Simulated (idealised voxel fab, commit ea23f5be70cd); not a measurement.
process module | voxel transistor to metal
We display cut, a cross-section 150 nm in width whose square cells are each 5 nm.
Cross-section format: a grid of square cells, given as bands from top to bottom; each band is one or more rows of cells. The band entry comprises the height of the band's top followed by the height of its bottom, expressed in nm, and subsequently the band's materials from left to right, each stated together with its width in nm. Where a single material is marked with the word "all across", that material fills the band from edge to edge. The word "air" represents empty space. Heights are reckoned from 0. Under this level, the received wafer is all of one material. The bottommost band is open-ended downward, for example "0..down". Quick explanation for "30..40": the width changes in equal steps down the rows of cells, from the first number in the band's top row to the second number in its bottom row. A step reported as "no alterations made" is a step in which no cell of the cross-section changed. Sealed cavities: empty space of 8 cells or more with no open way to the top, each as width x height at its distance from the left edge, in nm. It should be noted that, on the line of a given step, the content following the step's settings is a remark produced by the simulator itself with respect to that step. What "overlay nm" on a step's line means: if the step has a mask, that mask lay this far to the right of its planned place, or, when the value is negative, to the left.
## The process steps that were planned are listed below
1. RECEIVE [material Si]
2. OXIDIZE [depth nm 5]
3. CONFORMAL_DEP [material SiN] [thk nm 15]
4. MASKED_ETCH [tone cover] [mask id ACTIVE] [width nm 105] [etch materials SiN] [depth nm 15] [overlay nm 0]
5. MASKED_ETCH [tone cover] [mask id ACTIVE] [width nm 105] [etch materials SiO2] [depth nm 5] [overlay nm 0]
6. MASKED_ETCH [tone cover] [mask id ACTIVE] [width nm 105] [etch materials Si] [depth nm 35] [overlay nm 0]
7. OXIDIZE [depth nm 5]
8. FILL_DEP [material SiO2] [thk nm 5]
9. CMP [height nm 15]
10. SELECTIVE_ETCH [etch materials SiO2] [depth nm 10]
11. STRIP [etch materials SiN]
12. SELECTIVE_ETCH [etch materials SiO2] [depth nm 5]
13. OXIDIZE [depth nm 5]
14. DIRECTIONAL_DEP [material polySi] [thk nm 20]
15. DIRECTIONAL_DEP [material SiCN] [thk nm 10]
16. MASKED_ETCH [tone cover] [mask id GATE] [width nm 25] [etch materials SiCN] [depth nm 20] [overlay nm 0]
17. MASKED_ETCH [tone cover] [mask id GATE] [width nm 25] [etch materials polySi] [depth nm 30] [overlay nm 0]
18. CONFORMAL_DEP [material SiN] [thk nm 10]
19. DIRECTIONAL_ETCH [etch materials SiN] [depth nm 10]
20. DIRECTIONAL_ETCH [etch materials SiO2] [depth nm 5]
21. DIRECTIONAL_ETCH [etch materials Si] [depth nm 15]
22. EPI [material nSi] [thk nm 15]
23. FILL_DEP [material SiO2] [thk nm 10]
24. CMP [height nm 25]
25. DIRECTIONAL_DEP [material SiO2] [thk nm 15]
26. PATTERN [tone open] [mask id CONTACT] [material resist] [width nm 15] [pitch nm 80] [thk nm 15] [overlay nm 0]
27. DIRECTIONAL_ETCH [etch materials SiO2] [depth nm 50]
28. STRIP [etch materials resist]
29. CONFORMAL_DEP [material TiN] [thk nm 5]
30. FILL_DEP [material W] [thk nm 10]
31. CMP [height nm 40]
32. CONFORMAL_DEP [material SiN] [thk nm 5]
33. DIRECTIONAL_DEP [material lowk] [thk nm 25]
34. DIRECTIONAL_DEP [material aC] [thk nm 10]
35. PATTERN [tone open] [mask id METAL_1] [material resist] [width nm 15] [pitch nm 80] [thk nm 25] [overlay nm 0]
36. DIRECTIONAL_ETCH [etch materials aC] [depth nm 10]
37. STRIP [etch materials resist]
38. DIRECTIONAL_ETCH [etch materials lowk] [depth nm 25]
39. DIRECTIONAL_ETCH [etch materials SiN] [depth nm 5]
40. STRIP [etch materials aC]
41. CONFORMAL_DEP [material TiN] [thk nm 5]
42. FILL_DEP [material Cu] [thk nm 5]
43. CMP [height nm 70]
44. CONFORMAL_DEP [material SiN] [thk nm 5]
## Incoming wafer in cross-section (state: after step 1)
* 0..down = Si all across
* Sealed cavities: none
## First of two wafers at the end of the module, shown in cross-section; run carried out as planned
* 75..70 = SiN all across
* 70..45 = lowk=25, then TiN=5, then Cu=5, then TiN=5, then lowk=65, then TiN=5, then Cu=5, then TiN=5, then lowk=30
* 45..40 = SiN=25, then TiN=15, then SiN=65, then TiN=15, then SiN=30
* 40..25 = SiO2=25, then TiN=5, then W=5, then TiN=5, then SiO2=65, then TiN=5, then W=5, then TiN=5, then SiO2=30
* 25..15 = SiO2=25, then TiN=5, then W=5, then TiN=5, then SiO2=10, then SiN=10, then SiCN=25, then SiN=10, then SiO2=10, then TiN=5, then W=5, then TiN=5, then SiO2=30
* 15..10 = SiO2=25, then TiN=5, then W=5, then TiN=5, then SiO2=10, then SiN=10, then polySi=25, then SiN=10, then SiO2=10, then TiN=5, then W=5, then TiN=5, then SiO2=30
* 10..5 = SiO2=25, then TiN=15, then SiO2=10, then SiN=10, then polySi=25, then SiN=10, then SiO2=10, then TiN=15, then SiO2=30
* 5..0 = SiO2=25, then TiN=10, then nSi=15, then SiN=10, then polySi=25, then SiN=10, then nSi=15, then TiN=10, then SiO2=30
* 0..-5 = SiO2=15, then SiN=10, then TiN=10, then nSi=15, then SiN=10, then polySi=25, then SiN=10, then nSi=15, then TiN=10, then SiN=10, then SiO2=20
* -5..-10 = SiO2=25, then TiN=10, then nSi=15, then SiO2=45, then nSi=15, then TiN=10, then SiO2=30
* -10..-25 = SiO2=25, then nSi=25, then Si=45, then nSi=25, then SiO2=30
* -25..-45 = SiO2=25, then Si=95, then SiO2=30
* -45..down = Si all across
* Sealed cavities: none
## This is the second of the two wafers, cross-sectioned at the end of the module; it started exactly like the first and was given the same plan, but it was run with one mistake
* 75..70 = SiN all across
* 70..45 = lowk=25, then TiN=5, then Cu=5, then TiN=5, then lowk=65, then TiN=5, then Cu=5, then TiN=5, then lowk=30
* 45..40 = SiN=25, then TiN=15, then SiN=65, then TiN=15, then SiN=30
* 40..25 = SiO2=25, then TiN=5, then W=5, then TiN=5, then SiO2=65, then TiN=5, then W=5, then TiN=5, then SiO2=30
* 25..15 = SiO2=25, then TiN=5, then W=5, then TiN=5, then SiO2=10, then SiN=10, then SiCN=25, then SiN=10, then SiO2=10, then TiN=5, then W=5, then TiN=5, then SiO2=30
* 15..10 = SiO2=25, then TiN=5, then W=5, then TiN=5, then SiO2=10, then SiN=10, then polySi=25, then SiN=10, then SiO2=10, then TiN=5, then W=5, then TiN=5, then SiO2=30
* 10..5 = SiO2=25, then TiN=15, then SiO2=10, then SiN=10, then polySi=25, then SiN=10, then SiO2=10, then TiN=15, then SiO2=30
* 5..0 = SiO2=25, then TiN=10, then nSi=15, then SiN=10, then polySi=25, then SiN=10, then nSi=15, then TiN=10, then SiO2=30
* 0..-5 = SiO2=5, then SiN=10, then SiO2=10, then TiN=10, then nSi=15, then SiN=10, then polySi=25, then SiN=10, then nSi=15, then TiN=10, then SiO2=10, then SiN=10, then SiO2=10
* -5..-10 = SiO2=5, then SiN=20, then nSi=25, then SiO2=45, then nSi=25, then SiN=20, then SiO2=10
* -10..-15 = SiO2=5, then SiN=20, then SiO2=5, then nSi=20, then Si=45, then nSi=20, then SiO2=5, then SiN=20, then SiO2=10
* -15..-20 = SiO2=30, then nSi=20, then Si=45, then nSi=20, then SiO2=35
* -20..-25 = SiO2=25, then Si=5, then nSi=20, then Si=45, then nSi=20, then Si=5, then SiO2=30
* -25..-45 = SiO2=25, then Si=95, then SiO2=30
* -45..down = Si all across
* Sealed cavities: none
Misprocessing identified: steps 10 and 11 of the plan were run in the wrong order, each in the other's place
Final cells, second wafer relative to first, materials higher or lower: +2 Si | +16 SiN | -12 SiO2 | -4 TiN | -2 nSi
